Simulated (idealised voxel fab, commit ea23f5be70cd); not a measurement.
Documented hereafter: the process module known as voxel capacitor over wiring.
Section shown: cut. Width: 205 nm. Cell size: 5 nm, square.
Each cross-section below is a grid of square cells, stated as bands in top-down order, with one or more rows of cells making up each band.
For a band, the entry starts with two heights in nm, that of the top and then that of the bottom, and carries on with the band's materials in order from left to right, each alongside its width in nm; the word "throughout" beside a single material means it fills the band edge to edge, and "air" means empty space.
Below 0: as-received wafer, all one material; heights counted from there. Lowest band: no bottom, goes on down, written "top 0, no bottom".
Think of "30 to 40" as a width that walks from the first number to the second as you go down the band, top row to bottom row, taking equal-sized steps from row to row.
When a step is marked "nothing altered", none of the cells in the cross-section changed during that step.
"Unvented cavities" specifies each empty space that is not open to the top and that occupies no fewer than 8 cells, using the form width x height at distance, the distance measured from the left edge and all three quantities in nm.
Post-settings text on a step line: simulator's own remark regarding the step.
A step's line can hold "overlay nm"; with a mask on that step, the setting says how far right of the planned place the mask lay, while a negative setting says it lay to the left.
Planned step list for the process
step 1: RECEIVE, material Si
step 2: CONFORMAL_DEP, material SiO2, thk nm 10
step 3: CONFORMAL_DEP, material SiN, thk nm 5
step 4: DIRECTIONAL_DEP, material lowk, thk nm 20
step 5: DIRECTIONAL_DEP, material aC, thk nm 10
step 6: PATTERN, tone open, mask id METAL_1, material resist, width nm 20, pitch nm 70, thk nm 25, overlay nm 0
step 7: DIRECTIONAL_ETCH, etch materials aC, depth nm 10
step 8: STRIP, etch materials resist
step 9: DIRECTIONAL_ETCH, etch materials lowk, depth nm 20
step 10: DIRECTIONAL_ETCH, etch materials SiN, depth nm 5
step 11: STRIP, etch materials aC
step 12: CONFORMAL_DEP, material TiN, thk nm 5
step 13: FILL_DEP, material Cu, thk nm 10
step 14: CMP, height nm 35
step 15: CONFORMAL_DEP, material SiCN, thk nm 5
step 16: DIRECTIONAL_DEP, material SiO2, thk nm 15
step 17: DIRECTIONAL_DEP, material aC, thk nm 15
step 18: PATTERN, tone open, mask id PLUG_1, material resist, width nm 15, thk nm 30, overlay nm 0
step 19: DIRECTIONAL_ETCH, etch materials aC, depth nm 15
step 20: STRIP, etch materials resist
step 21: DIRECTIONAL_ETCH, etch materials SiO2, depth nm 15
step 22: DIRECTIONAL_ETCH, etch materials SiCN, depth nm 5
step 23: STRIP, etch materials aC
step 24: EPI, material Ru, thk nm 10
step 25: EPI, material Ru, thk nm 10
step 26: DIRECTIONAL_DEP, material TiN, thk nm 10
step 27: DIRECTIONAL_DEP, material SiN, thk nm 5
step 28: DIRECTIONAL_DEP, material TiN, thk nm 10
step 29: DIRECTIONAL_DEP, material aC, thk nm 15
step 30: PATTERN, tone cover, mask id UPPER_PLATE, material resist, width nm 55, thk nm 35, overlay nm 0
step 31: DIRECTIONAL_ETCH, etch materials aC, depth nm 15
step 32: STRIP, etch materials resist
step 33: DIRECTIONAL_ETCH, etch materials TiN, depth nm 10
step 34: DIRECTIONAL_ETCH, etch materials SiN, depth nm 5
step 35: STRIP, etch materials aC
step 36: MASKED_ETCH, tone cover, mask id LOWER_PLATE, width nm 65, etch materials TiN, depth nm 10, overlay nm 0
step 37: FILL_DEP, material SiO2, thk nm 20
step 38: CMP, height nm 95
step 39: MASKED_ETCH, tone open, mask id PLUG_2, width nm 15, etch materials SiO2, depth nm 15, overlay nm 0
step 40: CONFORMAL_DEP, material TiN, thk nm 5
step 41: FILL_DEP, material Cu, thk nm 5
step 42: CMP, height nm 95
step 43: CONFORMAL_DEP, material SiCN, thk nm 5
Cross-sectional view of the wafer in its as-received condition, corresponding to the state after step 1
* top 0, no bottom: Si throughout
* Unvented cavities: none
The cross-section shown corresponds to the wafer at the conclusion of the module. The initial structure and the process plan are those presented above; however, one mistake occurred in executing the plan
* top 100, bottom 95: SiCN throughout
* top 95, bottom 85: 70 SiO2 | 5 TiN | 5 Cu | 5 TiN | 120 SiO2
* top 85, bottom 80: 70 SiO2 | 15 TiN | 120 SiO2
* top 80, bottom 70: 75 SiO2 | 40 TiN | 90 SiO2
* top 70, bottom 65: 75 SiO2 | 40 SiN | 90 SiO2
* top 65, bottom 60: 55 SiO2 | 5 TiN | 15 SiO2 | 45 TiN | 85 SiO2
* top 60, bottom 50: 55 to 60 SiO2 | 65 to 15 TiN | 85 to 130 SiO2
* top 50, bottom 45: 60 SiO2 | 15 SiN | 130 SiO2
* top 45, bottom 40: 60 SiO2 | 15 TiN | 130 SiO2
* top 40, bottom 35: 60 SiCN | 15 TiN | 130 SiCN
* top 35, bottom 15: 50 Cu | 5 TiN | 20 lowk | 5 TiN | 40 Cu | 5 TiN | 20 lowk | 5 TiN | 55 Cu
* top 15, bottom 10: 55 TiN | 20 SiN | 50 TiN | 20 SiN | 60 TiN
* top 10, bottom 0: SiO2 throughout
* top 0, no bottom: Si throughout
* Unvented cavities: none
Plan not followed: contrary to plan, step 6 was performed as PATTERN, tone cover, mask id METAL_1, material resist, width nm 20, pitch nm 70, thk nm 25, overlay nm 0
